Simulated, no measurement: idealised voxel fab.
Process module name: voxel air gaps
cross-section cut | 185 nm wide | cells 5 nm
Just so we're on the same page, the cross-sections are grids of square cells, and they're listed out in bands top to bottom, each band one or more rows deep. Heights first: top, then bottom, in nm. Then materials, left to right, each with a width in nm. "edge to edge" on a single material: fills the band edge to edge. "air": empty space. Height 0 is the level under which the wafer as received is all one material. The lowest band goes on downwards, as in "top 0, no bottom". A width given as "30..40" starts at the first number in the band's top row and ends at the second number in its bottom row, shifting by an equal amount at every step from row to row. Where the words "no alteration" appear for a step, the cross-section shows no cell changed by that step; every cell remained as before. In "Fully closed voids" the enclosed voids are listed, meaning empty spaces of 8 cells or larger without any opening to the top. The form is width x height at distance, distance from the left edge, units nm. Whatever follows a step's settings on its line is a remark the simulator itself makes about that step. The setting "overlay nm" may be written on the line of a step. When the step uses a mask, the value reports how far to the right of the planned place the mask lay, and a negative value reports that it lay to the left.
**This section lists the process steps that were planned**
1,RECEIVE: material Si
2,CONFORMAL_DEP: material SiO2, thk nm 10
3,CONFORMAL_DEP: material SiN, thk nm 5
4,DIRECTIONAL_DEP: material lowk, thk nm 30
5,PATTERN: tone open, mask id LINES, material resist, width nm 20, pitch nm 45, thk nm 15, overlay nm 0
6,DIRECTIONAL_ETCH: etch materials lowk, depth nm 30
7,STRIP: etch materials resist
8,CONFORMAL_DEP: material TiN, thk nm 5
9,FILL_DEP: material W, thk nm 10
10,CMP: height nm 45
11,EPI: material Ru, thk nm 10
12,SELECTIVE_ETCH: etch materials lowk, depth nm 40
13,CONFORMAL_DEP: material SiN, thk nm 5
**First wafer out of two, processed as planned**
**as received, after step 1**
	top 0, no bottom | Si edge to edge
	Fully closed voids: none
**Wafer after step 2 (cross-section)**
	top 10, bottom 0 | SiO2 edge to edge
	Below 0, no change.
**Wafer after step 3 (cross-section)**
	top 15, bottom 10 | SiN edge to edge
	Below 10, no change.
**Wafer after step 4 (cross-section)**
	top 45, bottom 15 | lowk edge to edge
	Below 15, no change.
**Wafer after step 5 (cross-section)**
	top 60, bottom 45 | 35 resist, then 20 air, then 25 resist, then 20 air, then 25 resist, then 20 air, then 40 resist
	Below 45, no change.
**Wafer after step 6 (cross-section)**
	top 60, bottom 45 | 35 resist, then 20 air, then 25 resist, then 20 air, then 25 resist, then 20 air, then 40 resist
	top 45, bottom 15 | 35 lowk, then 20 air, then 25 lowk, then 20 air, then 25 lowk, then 20 air, then 40 lowk
	Below 15, no change.
**Wafer after step 7 (cross-section)**
	top 45, bottom 15 | 35 lowk, then 20 air, then 25 lowk, then 20 air, then 25 lowk, then 20 air, then 40 lowk
	Below 15, no change.
**Wafer after step 8 (cross-section)**
	top 50, bottom 45 | 40 TiN, then 10 air, then 35 TiN, then 10 air, then 35 TiN, then 10 air, then 45 TiN
	top 45, bottom 20 | 35 lowk, then 5 TiN, then 10 air, then 5 TiN, then 25 lowk, then 5 TiN, then 10 air, then 5 TiN, then 25 lowk, then 5 TiN, then 10 air, then 5 TiN, then 40 lowk
	top 20, bottom 15 | 35 lowk, then 20 TiN, then 25 lowk, then 20 TiN, then 25 lowk, then 20 TiN, then 40 lowk
	Below 15, no change.
**Wafer after step 9 (cross-section)**
	top 60, bottom 50 | W edge to edge
	top 50, bottom 45 | 40 TiN, then 10 W, then 35 TiN, then 10 W, then 35 TiN, then 10 W, then 45 TiN
	top 45, bottom 20 | 35 lowk, then 5 TiN, then 10 W, then 5 TiN, then 25 lowk, then 5 TiN, then 10 W, then 5 TiN, then 25 lowk, then 5 TiN, then 10 W, then 5 TiN, then 40 lowk
	Below 20, no change.
**Wafer after step 10 (cross-section)**
	top 45, bottom 20 | 35 lowk, then 5 TiN, then 10 W, then 5 TiN, then 25 lowk, then 5 TiN, then 10 W, then 5 TiN, then 25 lowk, then 5 TiN, then 10 W, then 5 TiN, then 40 lowk
	Below 20, no change.
**Wafer after step 11 (cross-section)**
	top 55, bottom 45 | 25 air, then 40 Ru, then 5 air, then 40 Ru, then 5 air, then 40 Ru, then 30 air
	Below 45, no change.
**Wafer after step 12 (cross-section)**
	top 55, bottom 45 | 25 air, then 40 Ru, then 5 air, then 40 Ru, then 5 air, then 40 Ru, then 30 air
	top 45, bottom 20 | 35 air, then 5 TiN, then 10 W, then 5 TiN, then 25 air, then 5 TiN, then 10 W, then 5 TiN, then 25 air, then 5 TiN, then 10 W, then 5 TiN, then 40 air
	top 20, bottom 15 | 35 air, then 20 TiN, then 25 air, then 20 TiN, then 25 air, then 20 TiN, then 40 air
	Below 15, no change.
**Wafer after step 13 (cross-section)**
	top 60, bottom 55 | 20 air, then 140 SiN, then 25 air
	top 55, bottom 45 | 20 air, then 5 SiN, then 40 Ru, then 5 SiN, then 40 Ru, then 5 SiN, then 40 Ru, then 5 SiN, then 25 air
	top 45, bottom 40 | 20 air, then 15 SiN, then 5 TiN, then 10 W, then 5 TiN, then 25 SiN, then 5 TiN, then 10 W, then 5 TiN, then 25 SiN, then 5 TiN, then 10 W, then 5 TiN, then 15 SiN, then 25 air
	top 40, bottom 20 | 30 air, then 5 SiN, then 5 TiN, then 10 W, then 5 TiN, then 5 SiN, then 15 air, then 5 SiN, then 5 TiN, then 10 W, then 5 TiN, then 5 SiN, then 15 air, then 5 SiN, then 5 TiN, then 10 W, then 5 TiN, then 5 SiN, then 35 air
	top 20, bottom 15 | 35 SiN, then 20 TiN, then 25 SiN, then 20 TiN, then 25 SiN, then 20 TiN, then 40 SiN
	Below 15, no change.
	Fully closed voids: 15 x 20 at 60; 15 x 20 at 105
**Second wafer, same starting state and plan as the first, one mistake in the run, identical through step 4**
**Here is the second wafer in cross-section at the point where step 5 of the plan should have been done**
	top 60, bottom 45 | 40 resist, then 20 air, then 25 resist, then 20 air, then 25 resist, then 20 air, then 35 resist
	Below 45, no change.
**Here is the second wafer in cross-section at the point where step 6 of the plan should have been done**
	top 60, bottom 45 | 40 resist, then 20 air, then 25 resist, then 20 air, then 25 resist, then 20 air, then 35 resist
	top 45, bottom 15 | 40 lowk, then 20 air, then 25 lowk, then 20 air, then 25 lowk, then 20 air, then 35 lowk
	Below 15, no change.
**Here is the second wafer in cross-section at the point where step 7 of the plan should have been done**
	top 45, bottom 15 | 40 lowk, then 20 air, then 25 lowk, then 20 air, then 25 lowk, then 20 air, then 35 lowk
	Below 15, no change.
**Here is the second wafer in cross-section at the point where step 8 of the plan should have been done**
	top 50, bottom 45 | 45 TiN, then 10 air, then 35 TiN, then 10 air, then 35 TiN, then 10 air, then 40 TiN
	top 45, bottom 20 | 40 lowk, then 5 TiN, then 10 air, then 5 TiN, then 25 lowk, then 5 TiN, then 10 air, then 5 TiN, then 25 lowk, then 5 TiN, then 10 air, then 5 TiN, then 35 lowk
	top 20, bottom 15 | 40 lowk, then 20 TiN, then 25 lowk, then 20 TiN, then 25 lowk, then 20 TiN, then 35 lowk
	Below 15, no change.
**Here is the second wafer in cross-section at the point where step 9 of the plan should have been done**
	top 60, bottom 50 | W edge to edge
	top 50, bottom 45 | 45 TiN, then 10 W, then 35 TiN, then 10 W, then 35 TiN, then 10 W, then 40 TiN
	top 45, bottom 20 | 40 lowk, then 5 TiN, then 10 W, then 5 TiN, then 25 lowk, then 5 TiN, then 10 W, then 5 TiN, then 25 lowk, then 5 TiN, then 10 W, then 5 TiN, then 35 lowk
	Below 20, no change.
**Here is the second wafer in cross-section at the point where step 10 of the plan should have been done**
	top 45, bottom 20 | 40 lowk, then 5 TiN, then 10 W, then 5 TiN, then 25 lowk, then 5 TiN, then 10 W, then 5 TiN, then 25 lowk, then 5 TiN, then 10 W, then 5 TiN, then 35 lowk
	Below 20, no change.
**Here is the second wafer in cross-section at the point where step 11 of the plan should have been done**
	top 55, bottom 45 | 30 air, then 40 Ru, then 5 air, then 40 Ru, then 5 air, then 40 Ru, then 25 air
	Below 45, no change.
**Here is the second wafer in cross-section at the point where step 12 of the plan should have been done**
	top 55, bottom 45 | 30 air, then 40 Ru, then 5 air, then 40 Ru, then 5 air, then 40 Ru, then 25 air
	top 45, bottom 20 | 40 air, then 5 TiN, then 10 W, then 5 TiN, then 25 air, then 5 TiN, then 10 W, then 5 TiN, then 25 air, then 5 TiN, then 10 W, then 5 TiN, then 35 air
	top 20, bottom 15 | 40 air, then 20 TiN, then 25 air, then 20 TiN, then 25 air, then 20 TiN, then 35 air
	Below 15, no change.
**Here is the second wafer in cross-section at the point where step 13 of the plan should have been done**
	top 60, bottom 55 | 25 air, then 140 SiN, then 20 air
	top 55, bottom 45 | 25 air, then 5 SiN, then 40 Ru, then 5 SiN, then 40 Ru, then 5 SiN, then 40 Ru, then 5 SiN, then 20 air
	top 45, bottom 40 | 25 air, then 15 SiN, then 5 TiN, then 10 W, then 5 TiN, then 25 SiN, then 5 TiN, then 10 W, then 5 TiN, then 25 SiN, then 5 TiN, then 10 W, then 5 TiN, then 15 SiN, then 20 air
	top 40, bottom 20 | 35 air, then 5 SiN, then 5 TiN, then 10 W, then 5 TiN, then 5 SiN, then 15 air, then 5 SiN, then 5 TiN, then 10 W, then 5 TiN, then 5 SiN, then 15 air, then 5 SiN, then 5 TiN, then 10 W, then 5 TiN, then 5 SiN, then 30 air
	top 20, bottom 15 | 40 SiN, then 20 TiN, then 25 SiN, then 20 TiN, then 25 SiN, then 20 TiN, then 35 SiN
	Below 15, no change.
	Fully closed voids: 15 x 20 at 65; 15 x 20 at 110
Deviation noted in wafer processing: note that step 5 departed from the planned setting and was carried out as PATTERN: tone open, mask id LINES, material resist, width nm 20, pitch nm 45, thk nm 15, overlay nm 5
So at the finish, the second wafer's got exactly as many cells of each material as the first, just not in the same spots.
